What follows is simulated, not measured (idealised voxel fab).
process module | voxel transistor to metal
cross-section cut | 200 nm wide | cells 5 nm
A cross-section is a grid of square cells, given in bands from the top down. A band is one or more rows of cells.
Each band's line starts with the height of the band's top and of its bottom, in nm. Then come its materials from left to right, each with its width in nm. One material with "throughout" fills the band from edge to edge. "air" is empty space.
Height 0 is the level under which the wafer as received is all one material. The lowest band goes on downwards, as in "0 down".
A width such as "30 to 40" changes by the same amount from each row of cells to the next, from the band's top row to its bottom row.
"no change" after a step means that no cell of the cross-section changed.
closed voids: empty space of 8 cells or more with no open way to the top, each as width x height at its distance from the left edge, in nm
after a step's settings: what the simulator itself notes on the step
overlay nm, on a step with a mask: how far to the right of its planned place the mask lay; to the left if negative
plan
1 op RECEIVE | material Si
2 op CONFORMAL_DEP | material SiO2 | thk nm 5
3 op CONFORMAL_DEP | material SiN | thk nm 15
4 op MASKED_ETCH | tone cover | mask id ACTIVE | width nm 110 | etch materials SiN | depth nm 15 | overlay nm 0
5 op MASKED_ETCH | tone cover | mask id ACTIVE | width nm 110 | etch materials SiO2 | depth nm 5 | overlay nm 0
6 op MASKED_ETCH | tone cover | mask id ACTIVE | width nm 110 | etch materials Si | depth nm 30 | overlay nm 0
7 op FILL_DEP | material SiO2 | thk nm 15
8 op CMP | height nm 20
9 op SELECTIVE_ETCH | etch materials SiO2 | depth nm 5
10 op STRIP | etch materials SiN
11 op SELECTIVE_ETCH | etch materials SiO2 | depth nm 5
12 op OXIDIZE | depth nm 5
13 op DIRECTIONAL_DEP | material polySi | thk nm 20
14 op DIRECTIONAL_DEP | material SiCN | thk nm 10
15 op PATTERN | tone cover | mask id GATE | material resist | width nm 20 | thk nm 20 | overlay nm 0
16 op DIRECTIONAL_ETCH | etch materials SiCN | depth nm 20
17 op DIRECTIONAL_ETCH | etch materials polySi | depth nm 30
18 op STRIP | etch materials resist
19 op CONFORMAL_DEP | material SiN | thk nm 5
20 op DIRECTIONAL_ETCH | etch materials SiN | depth nm 5
21 op DIRECTIONAL_ETCH | etch materials SiO2 | depth nm 5
22 op DIRECTIONAL_ETCH | etch materials Si | depth nm 10
23 op EPI | material SiGe | thk nm 10
24 op FILL_DEP | material SiO2 | thk nm 10
25 op CMP | height nm 30
26 op DIRECTIONAL_DEP | material SiO2 | thk nm 10
27 op MASKED_ETCH | tone open | mask id CONTACT | width nm 15 | pitch nm 75 | etch materials SiO2 | depth nm 45 | overlay nm 0
28 op CONFORMAL_DEP | material TiN | thk nm 5
29 op FILL_DEP | material W | thk nm 10
30 op CMP | height nm 40
31 op CONFORMAL_DEP | material SiCN | thk nm 5
32 op DIRECTIONAL_DEP | material lowk | thk nm 20
33 op MASKED_ETCH | tone open | mask id METAL_1 | width nm 15 | pitch nm 75 | etch materials lowk | depth nm 20 | overlay nm 0
34 op MASKED_ETCH | tone open | mask id METAL_1 | width nm 15 | pitch nm 75 | etch materials SiCN | depth nm 5 | overlay nm 0
35 op CONFORMAL_DEP | material TiN | thk nm 5
36 op FILL_DEP | material Cu | thk nm 5
37 op CMP | height nm 65
38 op EPI | material Ru | thk nm 5
39 op FILL_DEP | material SiCN | thk nm 5
as received, after step 1
  0 down: Si throughout
  closed voids: none
a wafer at the end: this start, this plan, one mistake
  75 to 70: SiCN throughout
  70 to 65: SiCN 50 | Ru 25 | SiCN 50 | Ru 25 | SiCN 50
  65 to 45: lowk 55 | TiN 5 | Cu 5 | TiN 5 | lowk 60 | TiN 5 | Cu 5 | TiN 5 | lowk 55
  45 to 40: SiCN 55 | TiN 15 | SiCN 60 | TiN 15 | SiCN 55
  40 to 30: SiO2 55 | TiN 5 | W 5 | TiN 5 | SiO2 60 | TiN 5 | W 5 | TiN 5 | SiO2 55
  30 to 25: SiO2 55 | TiN 5 | W 5 | TiN 5 | SiO2 15 | SiN 5 | SiCN 20 | SiN 5 | SiO2 15 | TiN 5 | W 5 | TiN 5 | SiO2 55
  25 to 15: SiO2 55 | TiN 5 | W 5 | TiN 5 | SiO2 15 | SiN 5 | polySi 20 | SiN 5 | SiO2 15 | TiN 5 | W 5 | TiN 5 | SiO2 55
  15 to 10: SiO2 55 | TiN 15 | SiO2 15 | SiN 5 | polySi 20 | SiN 5 | SiO2 15 | TiN 15 | SiO2 55
  10 to 5: SiO2 45 | SiN 5 | SiGe 10 | TiN 10 | SiO2 5 | SiGe 10 | SiN 5 | polySi 20 | SiN 5 | SiGe 10 | SiO2 5 | TiN 10 | SiGe 10 | SiN 5 | SiO2 45
  5 to 0: SiO2 50 | SiGe 10 | TiN 10 | SiO2 5 | SiGe 10 | SiO2 30 | SiGe 10 | SiO2 5 | TiN 10 | SiGe 10 | SiO2 50
  0 to -10: SiO2 45 | Si 5 | SiGe 35 | Si 30 | SiGe 35 | Si 5 | SiO2 45
  -10 to -30: SiO2 45 | Si 110 | SiO2 45
  -30 down: Si throughout
  closed voids: none
what went wrong: steps 10 and 11 were swapped
